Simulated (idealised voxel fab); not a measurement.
This is a process module. Its name is voxel gate over fins.
For reference, the cross-section in this document is cut, with width 285 nm and square cells of 5 nm.
A cross-section in this document is a grid of square cells, and it is written down as bands, the top band listed before the ones below it; a band is made up of one or more rows of cells. Heights first: top, then bottom, in nm. Then materials, left to right, each with a width in nm. "edge to edge" on a single material: fills the band edge to edge. "empty": empty space. Height datum 0, below which the as-received substrate wafer is one material. Lowest band open at the bottom, running downward: "top 0, no bottom". Think of "30..40" as a width that walks from the first number to the second as you go down the band, top row to bottom row, taking equal-sized steps from row to row. Step note "same as before" = no cross-section cell changed. If an empty space has no open way to the top and is at least 8 cells in size, "Unvented voids" lists it, written width x height at distance, where distance is measured from the left edge and every value is in nm. Where a step's line continues beyond its settings, the continuation is a remark by the simulator itself on that step. You can add "overlay nm" to a step's line. For a step with a mask, it describes how far the mask lay to the right of its planned position, and a negative number describes a lay to the left.
Listed below are the process steps as planned:
step 1: RECEIVE,material Si
step 2: CONFORMAL_DEP,material SiN,thk nm 10
step 3: MASKED_ETCH,tone cover,mask id FINS,width nm 15,pitch nm 35,etch materials SiN,depth nm 10,overlay nm 0
step 4: MASKED_ETCH,tone cover,mask id FINS,width nm 15,pitch nm 35,etch materials Si,depth nm 30,overlay nm 0
step 5: OXIDIZE,depth nm 5
step 6: FILL_DEP,material SiO2,thk nm 15
step 7: CMP,height nm 10
step 8: SELECTIVE_ETCH,etch materials SiO2,depth nm 25
step 9: STRIP,etch materials SiN
step 10: CONFORMAL_DEP,material HfO2,thk nm 5
step 11: CONFORMAL_DEP,material TiN,thk nm 5
step 12: CONFORMAL_DEP,material TiAl,thk nm 5
step 13: CONFORMAL_DEP,material TiN,thk nm 5
step 14: FILL_DEP,material W,thk nm 10
step 15: CMP,height nm 25
step 16: CONFORMAL_DEP,material SiN,thk nm 5
The first of a set of two wafers, run to plan:
Step 1 complete: cross-section of the wafer as received:
  top 0, no bottom | Si edge to edge
  Unvented voids: none
So this is the wafer cross-section right after step 2:
  top 10, bottom 0 | SiN edge to edge
  Under the height 0 nothing was changed.
So this is the wafer cross-section right after step 3:
  top 10, bottom 0 | 115 of empty, 15 of SiN, 20 of empty, 15 of SiN, 120 of empty
  Under the height 0 nothing was changed.
So this is the wafer cross-section right after step 4:
  top 10, bottom 0 | 115 of empty, 15 of SiN, 20 of empty, 15 of SiN, 120 of empty
  top 0, bottom -30 | 115 of empty, 15 of Si, 20 of empty, 15 of Si, 120 of empty
  Under the height -30 nothing was changed.
So this is the wafer cross-section right after step 5:
  top 10, bottom 0 | 115 of empty, 15 of SiN, 20 of empty, 15 of SiN, 120 of empty
  top 0, bottom -30 | 115 of empty, 5 of SiO2, 5 of Si, 5 of SiO2, 20 of empty, 5 of SiO2, 5 of Si, 5 of SiO2, 120 of empty
  top -30, bottom -35 | 120 of SiO2, 5 of Si, 30 of SiO2, 5 of Si, 125 of SiO2
  Under the height -35 nothing was changed.
So this is the wafer cross-section right after step 6:
  top 25, bottom 10 | SiO2 edge to edge
  top 10, bottom 0 | 115 of SiO2, 15 of SiN, 20 of SiO2, 15 of SiN, 120 of SiO2
  top 0, bottom -35 | 120 of SiO2, 5 of Si, 30 of SiO2, 5 of Si, 125 of SiO2
  Under the height -35 nothing was changed.
So this is the wafer cross-section right after step 7:
  top 10, bottom 0 | 115 of SiO2, 15 of SiN, 20 of SiO2, 15 of SiN, 120 of SiO2
  Under the height 0 nothing was changed.
So this is the wafer cross-section right after step 8:
  top 10, bottom 0 | 115 of empty, 15 of SiN, 20 of empty, 15 of SiN, 120 of empty
  top 0, bottom -15 | 120 of empty, 5 of Si, 30 of empty, 5 of Si, 125 of empty
  Under the height -15 nothing was changed.
So this is the wafer cross-section right after step 9:
  top 0, bottom -15 | 120 of empty, 5 of Si, 30 of empty, 5 of Si, 125 of empty
  Under the height -15 nothing was changed.
So this is the wafer cross-section right after step 10:
  top 5, bottom 0 | 115 of empty, 15 of HfO2, 20 of empty, 15 of HfO2, 120 of empty
  top 0, bottom -10 | 115 of empty, 5 of HfO2, 5 of Si, 5 of HfO2, 20 of empty, 5 of HfO2, 5 of Si, 5 of HfO2, 120 of empty
  top -10, bottom -15 | 120 of HfO2, 5 of Si, 30 of HfO2, 5 of Si, 125 of HfO2
  Under the height -15 nothing was changed.
So this is the wafer cross-section right after step 11:
  top 10, bottom 5 | 110 of empty, 25 of TiN, 10 of empty, 25 of TiN, 115 of empty
  top 5, bottom 0 | 110 of empty, 5 of TiN, 15 of HfO2, 5 of TiN, 10 of empty, 5 of TiN, 15 of HfO2, 5 of TiN, 115 of empty
  top 0, bottom -5 | 110 of empty, 5 of TiN, 5 of HfO2, 5 of Si, 5 of HfO2, 5 of TiN, 10 of empty, 5 of TiN, 5 of HfO2, 5 of Si, 5 of HfO2, 5 of TiN, 115 of empty
  top -5, bottom -10 | 115 of TiN, 5 of HfO2, 5 of Si, 5 of HfO2, 20 of TiN, 5 of HfO2, 5 of Si, 5 of HfO2, 120 of TiN
  Under the height -10 nothing was changed.
So this is the wafer cross-section right after step 12:
  top 15, bottom 10 | 105 of empty, 70 of TiAl, 110 of empty
  top 10, bottom 5 | 105 of empty, 5 of TiAl, 25 of TiN, 10 of TiAl, 25 of TiN, 5 of TiAl, 110 of empty
  top 5, bottom 0 | 105 of empty, 5 of TiAl, 5 of TiN, 15 of HfO2, 5 of TiN, 10 of TiAl, 5 of TiN, 15 of HfO2, 5 of TiN, 5 of TiAl, 110 of empty
  top 0, bottom -5 | 110 of TiAl, 5 of TiN, 5 of HfO2, 5 of Si, 5 of HfO2, 5 of TiN, 10 of TiAl, 5 of TiN, 5 of HfO2, 5 of Si, 5 of HfO2, 5 of TiN, 115 of TiAl
  Under the height -5 nothing was changed.
So this is the wafer cross-section right after step 13:
  top 20, bottom 15 | 100 of empty, 80 of TiN, 105 of empty
  top 15, bottom 10 | 100 of empty, 5 of TiN, 70 of TiAl, 5 of TiN, 105 of empty
  top 10, bottom 5 | 100 of empty, 5 of TiN, 5 of TiAl, 25 of TiN, 10 of TiAl, 25 of TiN, 5 of TiAl, 5 of TiN, 105 of empty
  top 5, bottom 0 | 105 of TiN, 5 of TiAl, 5 of TiN, 15 of HfO2, 5 of TiN, 10 of TiAl, 5 of TiN, 15 of HfO2, 5 of TiN, 5 of TiAl, 110 of TiN
  Under the height 0 nothing was changed.
So this is the wafer cross-section right after step 14:
  top 30, bottom 20 | W edge to edge
  top 20, bottom 15 | 100 of W, 80 of TiN, 105 of W
  top 15, bottom 10 | 100 of W, 5 of TiN, 70 of TiAl, 5 of TiN, 105 of W
  top 10, bottom 5 | 100 of W, 5 of TiN, 5 of TiAl, 25 of TiN, 10 of TiAl, 25 of TiN, 5 of TiAl, 5 of TiN, 105 of W
  Under the height 5 nothing was changed.
So this is the wafer cross-section right after step 15:
  top 25, bottom 20 | W edge to edge
  Under the height 20 nothing was changed.
So this is the wafer cross-section right after step 16:
  top 30, bottom 25 | SiN edge to edge
  Under the height 25 nothing was changed.
What follows concerns the second wafer, which started out like the first and was meant to follow the very same plan; one mistake crept in when it was run, but everything up to and including step 2 is the same as for the first wafer:
Cross-sectional view of the second wafer at the intended end time of process step 3:
  top 10, bottom 0 | 115 of SiN, 15 of empty, 20 of SiN, 15 of empty, 120 of SiN
  Under the height 0 nothing was changed.
Cross-sectional view of the second wafer at the intended end time of process step 4: same as before
Cross-sectional view of the second wafer at the intended end time of process step 5:
  top 10, bottom 0 | 115 of SiN, 15 of empty, 20 of SiN, 15 of empty, 120 of SiN
  top 0, bottom -5 | 110 of Si, 25 of SiO2, 10 of Si, 25 of SiO2, 115 of Si
  Under the height -5 nothing was changed.
Cross-sectional view of the second wafer at the intended end time of process step 6:
  top 25, bottom 10 | SiO2 edge to edge
  top 10, bottom 0 | 115 of SiN, 15 of SiO2, 20 of SiN, 15 of SiO2, 120 of SiN
  Under the height 0 nothing was changed.
Cross-sectional view of the second wafer at the intended end time of process step 7:
  top 10, bottom 0 | 115 of SiN, 15 of SiO2, 20 of SiN, 15 of SiO2, 120 of SiN
  Under the height 0 nothing was changed.
Cross-sectional view of the second wafer at the intended end time of process step 8:
  top 10, bottom 0 | 115 of SiN, 15 of empty, 20 of SiN, 15 of empty, 120 of SiN
  top 0, bottom -5 | 110 of Si, 25 of empty, 10 of Si, 25 of empty, 115 of Si
  Under the height -5 nothing was changed.
Cross-sectional view of the second wafer at the intended end time of process step 9:
  top 0, bottom -5 | 110 of Si, 25 of empty, 10 of Si, 25 of empty, 115 of Si
  Under the height -5 nothing was changed.
Cross-sectional view of the second wafer at the intended end time of process step 10:
  top 5, bottom 0 | 115 of HfO2, 15 of empty, 20 of HfO2, 15 of empty, 120 of HfO2
  top 0, bottom -5 | 110 of Si, 25 of HfO2, 10 of Si, 25 of HfO2, 115 of Si
  Under the height -5 nothing was changed.
Cross-sectional view of the second wafer at the intended end time of process step 11:
  top 10, bottom 5 | 120 of TiN, 5 of empty, 30 of TiN, 5 of empty, 125 of TiN
  top 5, bottom 0 | 115 of HfO2, 15 of TiN, 20 of HfO2, 15 of TiN, 120 of HfO2
  Under the height 0 nothing was changed.
Cross-sectional view of the second wafer at the intended end time of process step 12:
  top 15, bottom 10 | TiAl edge to edge
  top 10, bottom 5 | 120 of TiN, 5 of TiAl, 30 of TiN, 5 of TiAl, 125 of TiN
  Under the height 5 nothing was changed.
Cross-sectional view of the second wafer at the intended end time of process step 13:
  top 20, bottom 15 | TiN edge to edge
  Under the height 15 nothing was changed.
Cross-sectional view of the second wafer at the intended end time of process step 14:
  top 30, bottom 20 | W edge to edge
  Under the height 20 nothing was changed.
Cross-sectional view of the second wafer at the intended end time of process step 15:
  top 25, bottom 20 | W edge to edge
  Under the height 20 nothing was changed.
Cross-sectional view of the second wafer at the intended end time of process step 16:
  top 30, bottom 25 | SiN edge to edge
  Under the height 25 nothing was changed.
Run error: step 3 was processed under conditions differing from the plan, specifically as MASKED_ETCH,tone open,mask id FINS,width nm 15,pitch nm 35,etch materials SiN,depth nm 10,overlay nm 0
Materials where the second wafer ends with more or fewer cells than the first: HfO2 -8; Si +375; SiO2 -220; TiAl -10; TiN -14; W -123
